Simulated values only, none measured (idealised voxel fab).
process module | voxel local oxidation
cross-section cut | 280 nm wide | cells 5 nm
A cross-section is a grid of square cells, given in bands from the top down. A band is one or more rows of cells.
Each band's line starts with the height of the band's top and of its bottom, in nm. Then come its materials from left to right, each with its width in nm. One material with "throughout" fills the band from edge to edge. "air" is empty space.
Height 0 is the level under which the wafer as received is all one material. The lowest band goes on downwards, as in "0 down".
A width such as "30 to 40" changes by the same amount from each row of cells to the next, from the band's top row to its bottom row.
"no change" after a step means that no cell of the cross-section changed.
closed voids: empty space of 8 cells or more with no open way to the top, each as width x height at its distance from the left edge, in nm
after a step's settings: what the simulator itself notes on the step
overlay nm, on a step with a mask: how far to the right of its planned place the mask lay; to the left if negative
plan
1 op RECEIVE | material Si
2 op CONFORMAL_DEP | material SiO2 | thk nm 5
3 op CONFORMAL_DEP | material SiN | thk nm 15
4 op DIRECTIONAL_DEP | material aC | thk nm 15
5 op PATTERN | tone cover | mask id ACTIVE | material resist | width nm 125 | thk nm 30 | overlay nm 0
6 op DIRECTIONAL_ETCH | etch materials aC | depth nm 15
7 op STRIP | etch materials resist
8 op DIRECTIONAL_ETCH | etch materials SiN | depth nm 15
9 op STRIP | etch materials aC
10 op SELECTIVE_ETCH | etch materials SiO2 | depth nm 5
11 op OXIDIZE | depth nm 15
12 op STRIP | etch materials SiN
as received, after step 1
  0 down: Si throughout
  closed voids: none
a wafer at the end: this start, this plan, one mistake
  30 to 20: SiO2 throughout
  20 to 5: SiN throughout
  5 to 0: SiO2 throughout
  0 down: Si throughout
  closed voids: none
what went wrong: step 4 ran as: op DIRECTIONAL_DEP | material SiO2 | thk nm 15
